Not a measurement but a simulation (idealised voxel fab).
The following is a process module called voxel gate over fins.
Cross-section cut: width 215 nm, square cells of 5 nm.
Cross-section = grid of square cells, listed top down in bands; band = one or more rows.
This entry defines a band. It first specifies the height of the band's top and the height of its bottom in nm, and then specifies the band's materials from left to right, stating each material with its width in nm. The word "all across" identifies a single material that fills the band from edge to edge, while the word "empty" identifies empty space.
Heights are reckoned from 0. Under this level, the received wafer is all of one material. The bottommost band is open-ended downward, for example "z 0 and below".
So if you see something like "30->40" for the width, read it as the top row of the band sitting at the first number and the bottom row at the second, with every row in between moving by the same amount as the last.
"nothing different" means the step left every cell of the cross-section as it was.
"Enclosed void listing" - sealed voids, min. 8 cells, no opening to top; format: width x height at distance (distance from left edge; nm throughout).
after a step's settings: what the simulator itself notes on the step
On any step carrying a mask, the "overlay nm" setting, if present on the step's line, tells how far right of its planned place the mask lay; negative values point to the left.
Each pair below shows a cross-section before one step and the cross-section after it, down to the lowest band that changed. The line under each pair gives the step between them, with its settings. The pairs can come from different runs of this module on the same starting wafer, so a pair continues from the pair above only where its "Before this step" says so.
Before this step
- z 20 to 10  50 nm empty, then 25 nm aC, then 20 nm empty, then 25 nm aC, then 20 nm empty, then 25 nm aC, then 50 nm empty
- z 10 to 0  50 nm empty, then 25 nm SiN, then 20 nm empty, then 25 nm SiN, then 20 nm empty, then 25 nm SiN, then 50 nm empty
- z 0 to -35  50 nm empty, then 25 nm Si, then 20 nm empty, then 25 nm Si, then 20 nm empty, then 25 nm Si, then 50 nm empty
- z -35 and below  Si all across
- Enclosed void listing: none
Step Outcome
- z 10 to 0  50 nm empty, then 25 nm SiN, then 20 nm empty, then 25 nm SiN, then 20 nm empty, then 25 nm SiN, then 50 nm empty
- below 0: unchanged
- Enclosed void listing: none
What process step lies between the two cross-sections above? STRIP [etch materials aC]
Before this step: nothing new to draw here, it's the after view of the pair just above.
Step Outcome
- z 25 to 10  SiO2 all across
- z 10 to 0  50 nm SiO2, then 25 nm SiN, then 20 nm SiO2, then 25 nm SiN, then 20 nm SiO2, then 25 nm SiN, then 50 nm SiO2
- z 0 to -35  50 nm SiO2, then 25 nm Si, then 20 nm SiO2, then 25 nm Si, then 20 nm SiO2, then 25 nm Si, then 50 nm SiO2
- below -35: unchanged
- Enclosed void listing: none
What process step lies between the two cross-sections above? FILL_DEP [material SiO2] [thk nm 15]
Before this step: nothing new to draw here, it's the after view of the pair just above.
Step Outcome
- z 10 to 0  50 nm SiO2, then 25 nm SiN, then 20 nm SiO2, then 25 nm SiN, then 20 nm SiO2, then 25 nm SiN, then 50 nm SiO2
- below 0: unchanged
- Enclosed void listing: none
What process step lies between the two cross-sections above? CMP [height nm 10]
Before this step: nothing new to draw here, it's the after view of the pair just above.
Step Outcome
- z 10 to 0  50 nm empty, then 25 nm SiN, then 20 nm empty, then 25 nm SiN, then 20 nm empty, then 25 nm SiN, then 50 nm empty
- z 0 to -15  50 nm empty, then 25 nm Si, then 20 nm empty, then 25 nm Si, then 20 nm empty, then 25 nm Si, then 50 nm empty
- below -15: unchanged
- Enclosed void listing: none
What process step lies between the two cross-sections above? SELECTIVE_ETCH [etch materials SiO2] [depth nm 25]
Before this step: nothing new to draw here, it's the after view of the pair just above.
Step Outcome
- z 0 to -15  50 nm empty, then 25 nm Si, then 20 nm empty, then 25 nm Si, then 20 nm empty, then 25 nm Si, then 50 nm empty
- below -15: unchanged
- Enclosed void listing: none
What process step lies between the two cross-sections above? STRIP [etch materials SiN]
Before this step: nothing new to draw here, it's the after view of the pair just above.
Step Outcome
- z 5 to 0  45 nm empty, then 35 nm HfO2, then 10 nm empty, then 35 nm HfO2, then 10 nm empty, then 35 nm HfO2, then 45 nm empty
- z 0 to -10  45 nm empty, then 5 nm HfO2, then 25 nm Si, then 5 nm HfO2, then 10 nm empty, then 5 nm HfO2, then 25 nm Si, then 5 nm HfO2, then 10 nm empty, then 5 nm HfO2, then 25 nm Si, then 5 nm HfO2, then 45 nm empty
- z -10 to -15  50 nm HfO2, then 25 nm Si, then 20 nm HfO2, then 25 nm Si, then 20 nm HfO2, then 25 nm Si, then 50 nm HfO2
- below -15: unchanged
- Enclosed void listing: none
What process step lies between the two cross-sections above? CONFORMAL_DEP [material HfO2] [thk nm 5]
Before this step: nothing new to draw here, it's the after view of the pair just above.
Step Outcome
- z 10 to 5  40 nm empty, then 135 nm TiN, then 40 nm empty
- z 5 to 0  40 nm empty, then 5 nm TiN, then 35 nm HfO2, then 10 nm TiN, then 35 nm HfO2, then 10 nm TiN, then 35 nm HfO2, then 5 nm TiN, then 40 nm empty
- z 0 to -5  40 nm empty, then 5 nm TiN, then 5 nm HfO2, then 25 nm Si, then 5 nm HfO2, then 10 nm TiN, then 5 nm HfO2, then 25 nm Si, then 5 nm HfO2, then 10 nm TiN, then 5 nm HfO2, then 25 nm Si, then 5 nm HfO2, then 5 nm TiN, then 40 nm empty
- z -5 to -10  45 nm TiN, then 5 nm HfO2, then 25 nm Si, then 5 nm HfO2, then 10 nm TiN, then 5 nm HfO2, then 25 nm Si, then 5 nm HfO2, then 10 nm TiN, then 5 nm HfO2, then 25 nm Si, then 5 nm HfO2, then 45 nm TiN
- below -10: unchanged
- Enclosed void listing: none
What process step lies between the two cross-sections above? CONFORMAL_DEP [material TiN] [thk nm 5]
Before this step: nothing new to draw here, it's the after view of the pair just above.
Step Outcome
- z 20 to 10  W all across
- z 10 to 5  40 nm W, then 135 nm TiN, then 40 nm W
- z 5 to 0  40 nm W, then 5 nm TiN, then 35 nm HfO2, then 10 nm TiN, then 35 nm HfO2, then 10 nm TiN, then 35 nm HfO2, then 5 nm TiN, then 40 nm W
- z 0 to -5  40 nm W, then 5 nm TiN, then 5 nm HfO2, then 25 nm Si, then 5 nm HfO2, then 10 nm TiN, then 5 nm HfO2, then 25 nm Si, then 5 nm HfO2, then 10 nm TiN, then 5 nm HfO2, then 25 nm Si, then 5 nm HfO2, then 5 nm TiN, then 40 nm W
- below -5: unchanged
- Enclosed void listing: none
What process step lies between the two cross-sections above? FILL_DEP [material W] [thk nm 10]
Before this step: nothing new to draw here, it's the after view of the pair just above.
Step Outcome
- z 15 to 10  W all across
- below 10: unchanged
- Enclosed void listing: none
What process step lies between the two cross-sections above? CMP [height nm 15]
Before this step: nothing new to draw here, it's the after view of the pair just above.
Step Outcome
- z 25 to 15  SiCN all across
- below 15: unchanged
- Enclosed void listing: none
What process step lies between the two cross-sections above? CONFORMAL_DEP [material SiCN] [thk nm 10]
Before this step
- z 20 to 10  aC all across
- z 10 to 0  SiN all across
- z 0 and below  Si all across
- Enclosed void listing: none
Step Outcome
- z 45 to 20  60 nm empty, then 15 nm resist, then 30 nm empty, then 15 nm resist, then 30 nm empty, then 15 nm resist, then 50 nm empty
- below 20: unchanged
- Enclosed void listing: none
What process step lies between the two cross-sections above? PATTERN [tone cover] [mask id FINS] [material resist] [width nm 15] [pitch nm 45] [thk nm 25] [overlay nm 5]
Before this step: nothing new to draw here, it's the after view of the pair just above.
Step Outcome
- z 35 to 20  60 nm empty, then 15 nm resist, then 30 nm empty, then 15 nm resist, then 30 nm empty, then 15 nm resist, then 50 nm empty
- z 20 to 10  60 nm empty, then 15 nm aC, then 30 nm empty, then 15 nm aC, then 30 nm empty, then 15 nm aC, then 50 nm empty
- below 10: unchanged
- Enclosed void listing: none
What process step lies between the two cross-sections above? DIRECTIONAL_ETCH [etch materials aC] [depth nm 10]
Before this step: nothing new to draw here, it's the after view of the pair just above.
Step Outcome
- z 20 to 10  60 nm empty, then 15 nm aC, then 30 nm empty, then 15 nm aC, then 30 nm empty, then 15 nm aC, then 50 nm empty
- below 10: unchanged
- Enclosed void listing: none
What process step lies between the two cross-sections above? STRIP [etch materials resist]
Before this step: nothing new to draw here, it's the after view of the pair just above.
Step Outcome
- z 20 to 10  60 nm empty, then 15 nm aC, then 30 nm empty, then 15 nm aC, then 30 nm empty, then 15 nm aC, then 50 nm empty
- z 10 to 0  60 nm empty, then 15 nm SiN, then 30 nm empty, then 15 nm SiN, then 30 nm empty, then 15 nm SiN, then 50 nm empty
- below 0: unchanged
- Enclosed void listing: none
What process step lies between the two cross-sections above? DIRECTIONAL_ETCH [etch materials SiN] [depth nm 10]
Before this step: nothing new to draw here, it's the after view of the pair just above.
Step Outcome
- z 20 to 10  60 nm empty, then 15 nm aC, then 30 nm empty, then 15 nm aC, then 30 nm empty, then 15 nm aC, then 50 nm empty
- z 10 to 0  60 nm empty, then 15 nm SiN, then 30 nm empty, then 15 nm SiN, then 30 nm empty, then 15 nm SiN, then 50 nm empty
- z 0 to -35  60 nm empty, then 15 nm Si, then 30 nm empty, then 15 nm Si, then 30 nm empty, then 15 nm Si, then 50 nm empty
- below -35: unchanged
- Enclosed void listing: none
What process step lies between the two cross-sections above? DIRECTIONAL_ETCH [etch materials Si] [depth nm 35]
Before this step: nothing new to draw here, it's the after view of the pair just above.
Step Outcome
- z 10 to 0  60 nm empty, then 15 nm SiN, then 30 nm empty, then 15 nm SiN, then 30 nm empty, then 15 nm SiN, then 50 nm empty
- below 0: unchanged
- Enclosed void listing: none
What process step lies between the two cross-sections above? STRIP [etch materials aC]
Before this step: nothing new to draw here, it's the after view of the pair just above.
Step Outcome
- z 25 to 10  SiO2 all across
- z 10 to 0  60 nm SiO2, then 15 nm SiN, then 30 nm SiO2, then 15 nm SiN, then 30 nm SiO2, then 15 nm SiN, then 50 nm SiO2
- z 0 to -35  60 nm SiO2, then 15 nm Si, then 30 nm SiO2, then 15 nm Si, then 30 nm SiO2, then 15 nm Si, then 50 nm SiO2
- below -35: unchanged
- Enclosed void listing: none
What process step lies between the two cross-sections above? FILL_DEP [material SiO2] [thk nm 15]
Before this step: nothing new to draw here, it's the after view of the pair just above.
Step Outcome
- z 10 to 0  60 nm SiO2, then 15 nm SiN, then 30 nm SiO2, then 15 nm SiN, then 30 nm SiO2, then 15 nm SiN, then 50 nm SiO2
- below 0: unchanged
- Enclosed void listing: none
What process step lies between the two cross-sections above? CMP [height nm 10]
Before this step: nothing new to draw here, it's the after view of the pair just above.
Step Outcome
- z 10 to 0  60 nm empty, then 15 nm SiN, then 30 nm empty, then 15 nm SiN, then 30 nm empty, then 15 nm SiN, then 50 nm empty
- z 0 to -15  60 nm empty, then 15 nm Si, then 30 nm empty, then 15 nm Si, then 30 nm empty, then 15 nm Si, then 50 nm empty
- below -15: unchanged
- Enclosed void listing: none
What process step lies between the two cross-sections above? SELECTIVE_ETCH [etch materials SiO2] [depth nm 25]
Before this step: nothing new to draw here, it's the after view of the pair just above.
Step Outcome
- z 0 to -15  60 nm empty, then 15 nm Si, then 30 nm empty, then 15 nm Si, then 30 nm empty, then 15 nm Si, then 50 nm empty
- below -15: unchanged
- Enclosed void listing: none
What process step lies between the two cross-sections above? STRIP [etch materials SiN]
Before this step: nothing new to draw here, it's the after view of the pair just above.
Step Outcome
- z 5 to 0  55 nm empty, then 25 nm HfO2, then 20 nm empty, then 25 nm HfO2, then 20 nm empty, then 25 nm HfO2, then 45 nm empty
- z 0 to -10  55 nm empty, then 5 nm HfO2, then 15 nm Si, then 5 nm HfO2, then 20 nm empty, then 5 nm HfO2, then 15 nm Si, then 5 nm HfO2, then 20 nm empty, then 5 nm HfO2, then 15 nm Si, then 5 nm HfO2, then 45 nm empty
- z -10 to -15  60 nm HfO2, then 15 nm Si, then 30 nm HfO2, then 15 nm Si, then 30 nm HfO2, then 15 nm Si, then 50 nm HfO2
- below -15: unchanged
- Enclosed void listing: none
What process step lies between the two cross-sections above? CONFORMAL_DEP [material HfO2] [thk nm 5]
Before this step: nothing new to draw here, it's the after view of the pair just above.
Step Outcome
- z 10 to 5  50 nm empty, then 35 nm TiN, then 10 nm empty, then 35 nm TiN, then 10 nm empty, then 35 nm TiN, then 40 nm empty
- z 5 to 0  50 nm empty, then 5 nm TiN, then 25 nm HfO2, then 5 nm TiN, then 10 nm empty, then 5 nm TiN, then 25 nm HfO2, then 5 nm TiN, then 10 nm empty, then 5 nm TiN, then 25 nm HfO2, then 5 nm TiN, then 40 nm empty
- z 0 to -5  50 nm empty, then 5 nm TiN, then 5 nm HfO2, then 15 nm Si, then 5 nm HfO2, then 5 nm TiN, then 10 nm empty, then 5 nm TiN, then 5 nm HfO2, then 15 nm Si, then 5 nm HfO2, then 5 nm TiN, then 10 nm empty, then 5 nm TiN, then 5 nm HfO2, then 15 nm Si, then 5 nm HfO2, then 5 nm TiN, then 40 nm empty
- z -5 to -10  55 nm TiN, then 5 nm HfO2, then 15 nm Si, then 5 nm HfO2, then 20 nm TiN, then 5 nm HfO2, then 15 nm Si, then 5 nm HfO2, then 20 nm TiN, then 5 nm HfO2, then 15 nm Si, then 5 nm HfO2, then 45 nm TiN
- below -10: unchanged
- Enclosed void listing: none
What process step lies between the two cross-sections above? CONFORMAL_DEP [material TiN] [thk nm 5]
Before this step: nothing new to draw here, it's the after view of the pair just above.
Step Outcome
- z 20 to 10  W all across
- z 10 to 5  50 nm W, then 35 nm TiN, then 10 nm W, then 35 nm TiN, then 10 nm W, then 35 nm TiN, then 40 nm W
- z 5 to 0  50 nm W, then 5 nm TiN, then 25 nm HfO2, then 5 nm TiN, then 10 nm W, then 5 nm TiN, then 25 nm HfO2, then 5 nm TiN, then 10 nm W, then 5 nm TiN, then 25 nm HfO2, then 5 nm TiN, then 40 nm W
- z 0 to -5  50 nm W, then 5 nm TiN, then 5 nm HfO2, then 15 nm Si, then 5 nm HfO2, then 5 nm TiN, then 10 nm W, then 5 nm TiN, then 5 nm HfO2, then 15 nm Si, then 5 nm HfO2, then 5 nm TiN, then 10 nm W, then 5 nm TiN, then 5 nm HfO2, then 15 nm Si, then 5 nm HfO2, then 5 nm TiN, then 40 nm W
- below -5: unchanged
- Enclosed void listing: none
What process step lies between the two cross-sections above? FILL_DEP [material W] [thk nm 10]
Before this step: nothing new to draw here, it's the after view of the pair just above.
Step Outcome
- z 15 to 10  W all across
- below 10: unchanged
- Enclosed void listing: none
What process step lies between the two cross-sections above? CMP [height nm 15]
Before this step: nothing new to draw here, it's the after view of the pair just above.
Step Outcome
- z 25 to 15  SiCN all across
- below 15: unchanged
- Enclosed void listing: none
What process step lies between the two cross-sections above? CONFORMAL_DEP [material SiCN] [thk nm 10]
Before this step
- z 5 to 0  50 nm empty, then 25 nm HfO2, then 20 nm empty, then 25 nm HfO2, then 20 nm empty, then 25 nm HfO2, then 50 nm empty
- z 0 to -10  50 nm empty, then 5 nm HfO2, then 15 nm Si, then 5 nm HfO2, then 20 nm empty, then 5 nm HfO2, then 15 nm Si, then 5 nm HfO2, then 20 nm empty, then 5 nm HfO2, then 15 nm Si, then 5 nm HfO2, then 50 nm empty
- z -10 to -15  55 nm HfO2, then 15 nm Si, then 30 nm HfO2, then 15 nm Si, then 30 nm HfO2, then 15 nm Si, then 55 nm HfO2
- z -15 to -35  55 nm SiO2, then 15 nm Si, then 30 nm SiO2, then 15 nm Si, then 30 nm SiO2, then 15 nm Si, then 55 nm SiO2
- z -35 and below  Si all across
- Enclosed void listing: none
Step Outcome
- z 10 to 5  45 nm empty, then 35 nm SiN, then 10 nm empty, then 35 nm SiN, then 10 nm empty, then 35 nm SiN, then 45 nm empty
- z 5 to 0  45 nm empty, then 5 nm SiN, then 25 nm HfO2, then 5 nm SiN, then 10 nm empty, then 5 nm SiN, then 25 nm HfO2, then 5 nm SiN, then 10 nm empty, then 5 nm SiN, then 25 nm HfO2, then 5 nm SiN, then 45 nm empty
- z 0 to -5  45 nm empty, then 5 nm SiN, then 5 nm HfO2, then 15 nm Si, then 5 nm HfO2, then 5 nm SiN, then 10 nm empty, then 5 nm SiN, then 5 nm HfO2, then 15 nm Si, then 5 nm HfO2, then 5 nm SiN, then 10 nm empty, then 5 nm SiN, then 5 nm HfO2, then 15 nm Si, then 5 nm HfO2, then 5 nm SiN, then 45 nm empty
- z -5 to -10  50 nm SiN, then 5 nm HfO2, then 15 nm Si, then 5 nm HfO2, then 20 nm SiN, then 5 nm HfO2, then 15 nm Si, then 5 nm HfO2, then 20 nm SiN, then 5 nm HfO2, then 15 nm Si, then 5 nm HfO2, then 50 nm SiN
- below -10: unchanged
- Enclosed void listing: none
What process step lies between the two cross-sections above? CONFORMAL_DEP [material SiN] [thk nm 5]
Before this step: nothing new to draw here, it's the after view of the pair just above.
Step Outcome
- z 20 to 10  W all across
- z 10 to 5  45 nm W, then 35 nm SiN, then 10 nm W, then 35 nm SiN, then 10 nm W, then 35 nm SiN, then 45 nm W
- z 5 to 0  45 nm W, then 5 nm SiN, then 25 nm HfO2, then 5 nm SiN, then 10 nm W, then 5 nm SiN, then 25 nm HfO2, then 5 nm SiN, then 10 nm W, then 5 nm SiN, then 25 nm HfO2, then 5 nm SiN, then 45 nm W
- z 0 to -5  45 nm W, then 5 nm SiN, then 5 nm HfO2, then 15 nm Si, then 5 nm HfO2, then 5 nm SiN, then 10 nm W, then 5 nm SiN, then 5 nm HfO2, then 15 nm Si, then 5 nm HfO2, then 5 nm SiN, then 10 nm W, then 5 nm SiN, then 5 nm HfO2, then 15 nm Si, then 5 nm HfO2, then 5 nm SiN, then 45 nm W
- below -5: unchanged
- Enclosed void listing: none
What process step lies between the two cross-sections above? FILL_DEP [material W] [thk nm 10]
Before this step: nothing new to draw here, it's the after view of the pair just above.
Step Outcome
- z 15 to 10  W all across
- below 10: unchanged
- Enclosed void listing: none
What process step lies between the two cross-sections above? CMP [height nm 15]
Before this step: nothing new to draw here, it's the after view of the pair just above.
Step Outcome
- z 25 to 15  SiCN all across
- below 15: unchanged
- Enclosed void listing: none
What process step lies between the two cross-sections above? CONFORMAL_DEP [material SiCN] [thk nm 10]
Before this step
- z 20 to 10  aC all across
- z 10 to 0  SiN all across
- z 0 and below  Si all across
- Enclosed void listing: none
Step Outcome
- z 45 to 20  55 nm resist, then 15 nm empty, then 30 nm resist, then 15 nm empty, then 30 nm resist, then 15 nm empty, then 55 nm resist
- below 20: unchanged
- Enclosed void listing: none
What process step lies between the two cross-sections above? PATTERN [tone open] [mask id FINS] [material resist] [width nm 15] [pitch nm 45] [thk nm 25] [overlay nm 0]
Before this step: nothing new to draw here, it's the after view of the pair just above.
Step Outcome
- z 35 to 20  55 nm resist, then 15 nm empty, then 30 nm resist, then 15 nm empty, then 30 nm resist, then 15 nm empty, then 55 nm resist
- z 20 to 10  55 nm aC, then 15 nm empty, then 30 nm aC, then 15 nm empty, then 30 nm aC, then 15 nm empty, then 55 nm aC
- below 10: unchanged
- Enclosed void listing: none
What process step lies between the two cross-sections above? DIRECTIONAL_ETCH [etch materials aC] [depth nm 10]
Before this step: nothing new to draw here, it's the after view of the pair just above.
Step Outcome
- z 20 to 10  55 nm aC, then 15 nm empty, then 30 nm aC, then 15 nm empty, then 30 nm aC, then 15 nm empty, then 55 nm aC
- below 10: unchanged
- Enclosed void listing: none
What process step lies between the two cross-sections above? STRIP [etch materials resist]
Before this step: nothing new to draw here, it's the after view of the pair just above.
Step Outcome
- z 20 to 10  55 nm aC, then 15 nm empty, then 30 nm aC, then 15 nm empty, then 30 nm aC, then 15 nm empty, then 55 nm aC
- z 10 to 0  55 nm SiN, then 15 nm empty, then 30 nm SiN, then 15 nm empty, then 30 nm SiN, then 15 nm empty, then 55 nm SiN
- below 0: unchanged
- Enclosed void listing: none
What process step lies between the two cross-sections above? DIRECTIONAL_ETCH [etch materials SiN] [depth nm 10]
Before this step: nothing new to draw here, it's the after view of the pair just above.
Step Outcome
- z 20 to 10  55 nm aC, then 15 nm empty, then 30 nm aC, then 15 nm empty, then 30 nm aC, then 15 nm empty, then 55 nm aC
- z 10 to 0  55 nm SiN, then 15 nm empty, then 30 nm SiN, then 15 nm empty, then 30 nm SiN, then 15 nm empty, then 55 nm SiN
- z 0 to -35  55 nm Si, then 15 nm empty, then 30 nm Si, then 15 nm empty, then 30 nm Si, then 15 nm empty, then 55 nm Si
- below -35: unchanged
- Enclosed void listing: none
What process step lies between the two cross-sections above? DIRECTIONAL_ETCH [etch materials Si] [depth nm 35]
Before this step: nothing new to draw here, it's the after view of the pair just above.
Step Outcome
- z 10 to 0  55 nm SiN, then 15 nm empty, then 30 nm SiN, then 15 nm empty, then 30 nm SiN, then 15 nm empty, then 55 nm SiN
- below 0: unchanged
- Enclosed void listing: none
What process step lies between the two cross-sections above? STRIP [etch materials aC]
Before this step: nothing new to draw here, it's the after view of the pair just above.
Step Outcome
- z 25 to 10  SiO2 all across
- z 10 to 0  55 nm SiN, then 15 nm SiO2, then 30 nm SiN, then 15 nm SiO2, then 30 nm SiN, then 15 nm SiO2, then 55 nm SiN
- z 0 to -35  55 nm Si, then 15 nm SiO2, then 30 nm Si, then 15 nm SiO2, then 30 nm Si, then 15 nm SiO2, then 55 nm Si
- below -35: unchanged
- Enclosed void listing: none
What process step lies between the two cross-sections above? FILL_DEP [material SiO2] [thk nm 15]
Before this step: nothing new to draw here, it's the after view of the pair just above.
Step Outcome
- z 10 to 0  55 nm SiN, then 15 nm SiO2, then 30 nm SiN, then 15 nm SiO2, then 30 nm SiN, then 15 nm SiO2, then 55 nm SiN
- below 0: unchanged
- Enclosed void listing: none
What process step lies between the two cross-sections above? CMP [height nm 10]
Before this step: nothing new to draw here, it's the after view of the pair just above.
Step Outcome
- z 10 to 0  55 nm SiN, then 15 nm empty, then 30 nm SiN, then 15 nm empty, then 30 nm SiN, then 15 nm empty, then 55 nm SiN
- z 0 to -15  55 nm Si, then 15 nm empty, then 30 nm Si, then 15 nm empty, then 30 nm Si, then 15 nm empty, then 55 nm Si
- below -15: unchanged
- Enclosed void listing: none
What process step lies between the two cross-sections above? SELECTIVE_ETCH [etch materials SiO2] [depth nm 25]
Before this step: nothing new to draw here, it's the after view of the pair just above.
Step Outcome
- z 0 to -15  55 nm Si, then 15 nm empty, then 30 nm Si, then 15 nm empty, then 30 nm Si, then 15 nm empty, then 55 nm Si
- below -15: unchanged
- Enclosed void listing: none
What process step lies between the two cross-sections above? STRIP [etch materials SiN]
Before this step: nothing new to draw here, it's the after view of the pair just above.
Step Outcome
- z 5 to 0  60 nm HfO2, then 5 nm empty, then 40 nm HfO2, then 5 nm empty, then 40 nm HfO2, then 5 nm empty, then 60 nm HfO2
- z 0 to -10  55 nm Si, then 5 nm HfO2, then 5 nm empty, then 5 nm HfO2, then 30 nm Si, then 5 nm HfO2, then 5 nm empty, then 5 nm HfO2, then 30 nm Si, then 5 nm HfO2, then 5 nm empty, then 5 nm HfO2, then 55 nm Si
- z -10 to -15  55 nm Si, then 15 nm HfO2, then 30 nm Si, then 15 nm HfO2, then 30 nm Si, then 15 nm HfO2, then 55 nm Si
- below -15: unchanged
- Enclosed void listing: none
What process step lies between the two cross-sections above? CONFORMAL_DEP [material HfO2] [thk nm 5]
Before this step: nothing new to draw here, it's the after view of the pair just above.
Step Outcome
- z 10 to 5  TiN all across
- z 5 to 0  60 nm HfO2, then 5 nm TiN, then 40 nm HfO2, then 5 nm TiN, then 40 nm HfO2, then 5 nm TiN, then 60 nm HfO2
- z 0 to -10  55 nm Si, then 5 nm HfO2, then 5 nm TiN, then 5 nm HfO2, then 30 nm Si, then 5 nm HfO2, then 5 nm TiN, then 5 nm HfO2, then 30 nm Si, then 5 nm HfO2, then 5 nm TiN, then 5 nm HfO2, then 55 nm Si
- below -10: unchanged
- Enclosed void listing: none
What process step lies between the two cross-sections above? CONFORMAL_DEP [material TiN] [thk nm 5]
Before this step: nothing new to draw here, it's the after view of the pair just above.
Step Outcome
- z 20 to 10  W all across
- below 10: unchanged
- Enclosed void listing: none
What process step lies between the two cross-sections above? FILL_DEP [material W] [thk nm 10]
Before this step: nothing new to draw here, it's the after view of the pair just above.
Step Outcome
- z 15 to 10  W all across
- below 10: unchanged
- Enclosed void listing: none
What process step lies between the two cross-sections above? CMP [height nm 15]
Before this step: nothing new to draw here, it's the after view of the pair just above.
Step Outcome
- z 25 to 15  SiCN all across
- below 15: unchanged
- Enclosed void listing: none
What process step lies between the two cross-sections above? CONFORMAL_DEP [material SiCN] [thk nm 10]
